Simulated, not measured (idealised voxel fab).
A process module follows: voxel tone inversion.
The width of the displayed cross-section, cut, is 235 nm; its cells are square, with a size of 5 nm.
Cross-section format: a grid of square cells, given as bands from top to bottom; each band is one or more rows of cells.
The band entry comprises the height of the band's top followed by the height of its bottom, expressed in nm, and subsequently the band's materials from left to right, each stated together with its width in nm. Where a single material is marked with the word "all across", that material fills the band from edge to edge. The word "air" represents empty space.
Height 0 is the level under which the wafer as received is all one material. The lowest band goes on downwards, as in "0 down".
The width entry "30..40" should be interpreted row by row: the top row of cells in the band takes the first number, the bottom row takes the second number, and the change between adjacent rows is uniform throughout.
Step note "nothing different" = no cross-section cell changed.
In "Voids lacking openings" the enclosed voids are listed, meaning empty spaces of 8 cells or larger without any opening to the top. The form is width x height at distance, distance from the left edge, units nm.
If you see something after the settings on a step's line, that's the simulator's own remark about that step.
overlay nm: how far to the right of its planned place the mask lay on this masked step (negative: to the left).
THESE ARE THE STEPS WE PLANNED FOR THE PROCESS
1: op RECEIVE | material Si
2: op CONFORMAL_DEP | material SiCN | thk nm 5
3: op DIRECTIONAL_DEP | material aC | thk nm 20
4: op PATTERN | tone cover | mask id POSTS | material resist | width nm 20 | pitch nm 40 | thk nm 30 | overlay nm 0
5: op DIRECTIONAL_ETCH | etch materials aC | depth nm 20
6: op STRIP | etch materials resist
7: op FILL_DEP | material SiO2 | thk nm 10
8: op CMP | height nm 25
9: op STRIP | etch materials aC
10: op CONFORMAL_DEP | material TiN | thk nm 5
11: op FILL_DEP | material Ru | thk nm 10
12: op CMP | height nm 25
13: op CONFORMAL_DEP | material SiCN | thk nm 5
THIS IS THE CROSS-SECTION OF THE WAFER AS WE RECEIVED IT, I.E. AFTER STEP 1
- 0 down = Si all across
- Voids lacking openings: none
THE FIRST OF TWO WAFERS, CROSS-SECTIONED AT THE END OF THE MODULE, WITH THE RUN PROCEEDING AS PLANNED
- 30 to 25 = SiCN all across
- 25 to 10 = SiO2 85 nm, TiN 5 nm, Ru 10 nm, TiN 5 nm, SiO2 20 nm, TiN 5 nm, Ru 10 nm, TiN 5 nm, SiO2 90 nm
- 10 to 5 = SiO2 85 nm, TiN 20 nm, SiO2 20 nm, TiN 20 nm, SiO2 90 nm
- 5 to 0 = SiCN all across
- 0 down = Si all across
- Voids lacking openings: none
THIS IS THE SECOND OF THE TWO WAFERS, CROSS-SECTIONED AT THE END OF THE MODULE; IT STARTED EXACTLY LIKE THE FIRST AND WAS GIVEN THE SAME PLAN, BUT IT WAS RUN WITH ONE MISTAKE
- 30 to 25 = SiCN all across
- 25 to 10 = SiO2 90 nm, TiN 5 nm, Ru 5 nm, TiN 5 nm, SiO2 25 nm, TiN 5 nm, Ru 5 nm, TiN 5 nm, SiO2 90 nm
- 10 to 5 = SiO2 90 nm, TiN 15 nm, SiO2 25 nm, TiN 15 nm, SiO2 90 nm
- 5 to 0 = SiCN all across
- 0 down = Si all across
- Voids lacking openings: none
It is concluded that the wafer was processed incorrectly with respect to the plan, in that in deviation from the planned setting, step 4 was conducted as op PATTERN | tone cover | mask id POSTS | material resist | width nm 15 | pitch nm 40 | thk nm 30 | overlay nm 0
End check, counted in cells, second wafer has more or fewer of these materials than the first: Ru: 6 fewer; SiO2: 8 more; TiN: 2 fewer
